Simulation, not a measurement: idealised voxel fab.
process module | voxel wiring stack
cross-section cut | 240 nm wide | cells 5 nm
A cross-section is a grid of square cells, given in bands from the top down. A band is one or more rows of cells.
Each band's line starts with the height of the band's top and of its bottom, in nm. Then come its materials from left to right, each with its width in nm. One material with "throughout" fills the band from edge to edge. "air" is empty space.
Height 0 is the level under which the wafer as received is all one material. The lowest band goes on downwards, as in "0 down".
A width such as "30 to 40" changes by the same amount from each row of cells to the next, from the band's top row to its bottom row.
"no change" after a step means that no cell of the cross-section changed.
closed voids: empty space of 8 cells or more with no open way to the top, each as width x height at its distance from the left edge, in nm
after a step's settings: what the simulator itself notes on the step
overlay nm, on a step with a mask: how far to the right of its planned place the mask lay; to the left if negative
plan
1 op RECEIVE | material Si
2 op CONFORMAL_DEP | material SiO2 | thk nm 10
3 op DIRECTIONAL_DEP | material TiN | thk nm 5
4 op DIRECTIONAL_DEP | material Ru | thk nm 15
5 op PATTERN | tone cover | mask id METAL_1 | material resist | width nm 25 | pitch nm 40 | thk nm 15 | overlay nm 0
6 op DIRECTIONAL_ETCH | etch materials Ru | depth nm 15
7 op DIRECTIONAL_ETCH | etch materials TiN | depth nm 5
8 op STRIP | etch materials resist
9 op CONFORMAL_DEP | material SiN | thk nm 5
10 op FILL_DEP | material SiO2 | thk nm 10
11 op CMP | height nm 30
12 op CONFORMAL_DEP | material SiCN | thk nm 5
13 op DIRECTIONAL_DEP | material SiO2 | thk nm 35
14 op MASKED_ETCH | tone open | mask id METAL_2 | width nm 25 | pitch nm 40 | etch materials SiO2 | depth nm 20 | overlay nm 0
15 op DIRECTIONAL_DEP | material aC | thk nm 15
16 op PATTERN | tone open | mask id METAL_2_HOLES | material resist | width nm 15 | pitch nm 40 | thk nm 30 | overlay nm 0
17 op DIRECTIONAL_ETCH | etch materials aC | depth nm 15
18 op STRIP | etch materials resist
19 op DIRECTIONAL_ETCH | etch materials SiO2 | depth nm 15
20 op DIRECTIONAL_ETCH | etch materials SiCN | depth nm 5
21 op STRIP | etch materials aC
22 op CONFORMAL_DEP | material TiN | thk nm 5
23 op FILL_DEP | material Cu | thk nm 10
24 op CMP | height nm 70
25 op CONFORMAL_DEP | material SiCN | thk nm 5
26 op DIRECTIONAL_DEP | material lowk | thk nm 20
27 op PATTERN | tone open | mask id PLUG_2 | material resist | width nm 15 | pitch nm 80 | thk nm 20 | overlay nm 0
28 op DIRECTIONAL_ETCH | etch materials lowk | depth nm 20
29 op DIRECTIONAL_ETCH | etch materials SiCN | depth nm 5
30 op STRIP | etch materials resist
31 op EPI | material Ru | thk nm 10
32 op EPI | material Ru | thk nm 10
33 op EPI | material Ru | thk nm 5
34 op DIRECTIONAL_DEP | material TiN | thk nm 5
35 op DIRECTIONAL_DEP | material W | thk nm 15
36 op PATTERN | tone cover | mask id METAL_3 | material resist | width nm 25 | pitch nm 40 | thk nm 20 | overlay nm 0
37 op DIRECTIONAL_ETCH | etch materials W | depth nm 15
38 op DIRECTIONAL_ETCH | etch materials TiN | depth nm 5
39 op STRIP | etch materials resist
40 op CONFORMAL_DEP | material SiCN | thk nm 5
41 op FILL_DEP | material SiO2 | thk nm 10
42 op CMP | height nm 115
43 op CONFORMAL_DEP | material SiCN | thk nm 5
as received, after step 1
  0 down: Si throughout
  closed voids: none
first wafer at the end, as planned
  120 to 115: SiCN throughout
  115 to 100: SiO2 40 | SiCN 5 | W 25 | SiCN 5 | SiO2 5 | SiCN 5 | W 25 | SiCN 5 | SiO2 5 | SiCN 5 | W 25 | SiCN 5 | SiO2 5 | SiCN 5 | W 25 | SiCN 5 | SiO2 45
  100 to 95: SiCN 45 | TiN 25 | SiCN 15 | TiN 25 | SiCN 15 | TiN 25 | SiCN 15 | TiN 25 | SiCN 50
  95 to 75: lowk 45 | Ru 15 | lowk 65 | Ru 15 | lowk 100
  75 to 70: SiCN 45 | Ru 15 | SiCN 65 | Ru 15 | SiCN 100
  70 to 55: SiO2 45 | TiN 5 | Cu 15 | TiN 5 | SiO2 15 | TiN 5 | Cu 15 | TiN 5 | SiO2 15 | TiN 5 | Cu 15 | TiN 5 | SiO2 15 | TiN 5 | Cu 15 | TiN 5 | SiO2 50
  55 to 50: SiO2 45 | TiN 5 | Cu 5 | TiN 15 | SiO2 15 | TiN 5 | Cu 5 | TiN 15 | SiO2 15 | TiN 5 | Cu 5 | TiN 15 | SiO2 15 | TiN 5 | Cu 5 | TiN 15 | SiO2 50
  50 to 35: SiO2 45 | TiN 5 | Cu 5 | TiN 5 | SiO2 25 | TiN 5 | Cu 5 | TiN 5 | SiO2 25 | TiN 5 | Cu 5 | TiN 5 | SiO2 25 | TiN 5 | Cu 5 | TiN 5 | SiO2 60
  35 to 30: SiCN 45 | TiN 15 | SiCN 25 | TiN 15 | SiCN 25 | TiN 15 | SiCN 25 | TiN 15 | SiCN 60
  30 to 15: SiO2 40 | SiN 5 | Ru 25 | SiN 5 | SiO2 5 | SiN 5 | Ru 25 | SiN 5 | SiO2 5 | SiN 5 | Ru 25 | SiN 5 | SiO2 5 | SiN 5 | Ru 25 | SiN 5 | SiO2 45
  15 to 10: SiN 45 | TiN 25 | SiN 15 | TiN 25 | SiN 15 | TiN 25 | SiN 15 | TiN 25 | SiN 50
  10 to 0: SiO2 throughout
  0 down: Si throughout
  closed voids: none
second wafer at the end: like start, like plan, one mistake
  120 to 115: SiCN throughout
  115 to 110: SiO2 40 | SiCN 5 | W 25 | SiCN 5 | SiO2 5 | SiCN 5 | W 25 | SiCN 5 | SiO2 5 | SiCN 5 | W 25 | SiCN 5 | SiO2 5 | SiCN 5 | W 25 | SiCN 5 | SiO2 45
  110 to 105: SiCN 45 | W 25 | SiCN 15 | W 25 | SiCN 15 | W 25 | SiCN 15 | W 25 | SiCN 50
  105 to 100: Ru 50 | W 5 | Ru 75 | W 5 | Ru 105
  100 to 95: TiN 45 | Ru 15 | TiN 65 | Ru 15 | TiN 100
  95 to 90: lowk 45 | TiN 15 | lowk 65 | TiN 15 | lowk 100
  90 to 75: lowk 45 | Ru 15 | lowk 65 | Ru 15 | lowk 100
  75 to 70: SiCN 45 | Ru 15 | SiCN 65 | Ru 15 | SiCN 100
  70 to 55: SiO2 45 | TiN 5 | Cu 15 | TiN 5 | SiO2 15 | TiN 5 | Cu 15 | TiN 5 | SiO2 15 | TiN 5 | Cu 15 | TiN 5 | SiO2 15 | TiN 5 | Cu 15 | TiN 5 | SiO2 50
  55 to 50: SiO2 45 | TiN 5 | Cu 5 | TiN 15 | SiO2 15 | TiN 5 | Cu 5 | TiN 15 | SiO2 15 | TiN 5 | Cu 5 | TiN 15 | SiO2 15 | TiN 5 | Cu 5 | TiN 15 | SiO2 50
  50 to 35: SiO2 45 | TiN 5 | Cu 5 | TiN 5 | SiO2 25 | TiN 5 | Cu 5 | TiN 5 | SiO2 25 | TiN 5 | Cu 5 | TiN 5 | SiO2 25 | TiN 5 | Cu 5 | TiN 5 | SiO2 60
  35 to 30: SiCN 45 | TiN 15 | SiCN 25 | TiN 15 | SiCN 25 | TiN 15 | SiCN 25 | TiN 15 | SiCN 60
  30 to 15: SiO2 40 | SiN 5 | Ru 25 | SiN 5 | SiO2 5 | SiN 5 | Ru 25 | SiN 5 | SiO2 5 | SiN 5 | Ru 25 | SiN 5 | SiO2 5 | SiN 5 | Ru 25 | SiN 5 | SiO2 45
  15 to 10: SiN 45 | TiN 25 | SiN 15 | TiN 25 | SiN 15 | TiN 25 | SiN 15 | TiN 25 | SiN 50
  10 to 0: SiO2 throughout
  0 down: Si throughout
  closed voids: none
what went wrong: steps 33 and 34 were swapped
at the end the second wafer has, in cells: 46 more of Ru | 16 fewer of SiCN | 40 fewer of SiO2 | 28 more of TiN | 18 fewer of W
